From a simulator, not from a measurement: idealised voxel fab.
process module | voxel released beams
cross-section cut | 285 nm wide | cells 5 nm
A cross-section is a grid of square cells, given in bands from the top down. A band is one or more rows of cells.
Each band's line starts with the height of the band's top and of its bottom, in nm. Then come its materials from left to right, each with its width in nm. One material with "throughout" fills the band from edge to edge. "air" is empty space.
Height 0 is the level under which the wafer as received is all one material. The lowest band goes on downwards, as in "0 down".
A width such as "30 to 40" changes by the same amount from each row of cells to the next, from the band's top row to its bottom row.
"no change" after a step means that no cell of the cross-section changed.
closed voids: empty space of 8 cells or more with no open way to the top, each as width x height at its distance from the left edge, in nm
after a step's settings: what the simulator itself notes on the step
overlay nm, on a step with a mask: how far to the right of its planned place the mask lay; to the left if negative
plan
1 op RECEIVE | material Si
2 op CONFORMAL_DEP | material SiN | thk nm 10
3 op DIRECTIONAL_DEP | material SiO2 | thk nm 10
4 op MASKED_ETCH | tone open | mask id ANCHOR | width nm 25 | etch materials SiO2 | depth nm 10 | overlay nm 0
5 op CONFORMAL_DEP | material polySi | thk nm 10
6 op DIRECTIONAL_DEP | material aC | thk nm 15
7 op PATTERN | tone cover | mask id BEAM | material resist | width nm 90 | thk nm 30 | overlay nm 0
8 op DIRECTIONAL_ETCH | etch materials aC | depth nm 15
9 op STRIP | etch materials resist
10 op DIRECTIONAL_ETCH | etch materials polySi | depth nm 10
11 op STRIP | etch materials aC
12 op STRIP | etch materials SiO2
first wafer, as planned
as received, after step 1
  0 down: Si throughout
  closed voids: none
after step 2
  10 to 0: SiN throughout
  below 0: unchanged
after step 3
  20 to 10: SiO2 throughout
  below 10: unchanged
after step 4
  20 to 10: SiO2 100 | air 25 | SiO2 160
  below 10: unchanged
after step 5
  30 to 20: polySi 110 | air 5 | polySi 170
  20 to 10: SiO2 100 | polySi 25 | SiO2 160
  below 10: unchanged
after step 6
  45 to 35: aC 110 | air 5 | aC 170
  35 to 30: aC throughout
  30 to 20: polySi 110 | aC 5 | polySi 170
  below 20: unchanged
after step 7
  75 to 45: air 95 | resist 90 | air 100
  45 to 35: aC 110 | resist 5 | aC 170
  below 35: unchanged
after step 8
  60 to 45: air 95 | resist 90 | air 100
  45 to 35: air 95 | aC 15 | resist 5 | aC 70 | air 100
  35 to 30: air 95 | aC 90 | air 100
  below 30: unchanged
after step 9
  45 to 35: air 95 | aC 15 | air 5 | aC 70 | air 100
  below 35: unchanged
after step 10
  45 to 35: air 95 | aC 15 | air 5 | aC 70 | air 100
  35 to 30: air 95 | aC 90 | air 100
  30 to 20: air 95 | polySi 15 | aC 5 | polySi 70 | air 100
  below 20: unchanged
after step 11
  30 to 20: air 95 | polySi 15 | air 5 | polySi 70 | air 100
  below 20: unchanged
after step 12
  30 to 20: air 95 | polySi 15 | air 5 | polySi 70 | air 100
  20 to 10: air 100 | polySi 25 | air 160
  below 10: unchanged
second wafer: like start, like plan, one mistake. Through step 7 it matches the first wafer
when step 8 should have ended
  45 to 35: air 95 | aC 15 | resist 5 | aC 70 | air 100
  35 to 30: air 95 | aC 90 | air 100
  below 30: unchanged
when step 9 should have ended
  45 to 35: air 95 | aC 15 | air 5 | aC 70 | air 100
  below 35: unchanged
when step 10 should have ended
  45 to 35: air 95 | aC 15 | air 5 | aC 70 | air 100
  35 to 30: air 95 | aC 90 | air 100
  30 to 20: air 95 | polySi 15 | aC 5 | polySi 70 | air 100
  below 20: unchanged
when step 11 should have ended
  30 to 20: air 95 | polySi 15 | air 5 | polySi 70 | air 100
  below 20: unchanged
when step 12 should have ended
  30 to 20: air 95 | polySi 15 | air 5 | polySi 70 | air 100
  20 to 10: air 100 | polySi 25 | air 160
  below 10: unchanged
what went wrong: step 8 was run twice
at the end the two cross-sections are the same: no effect in what this model computes
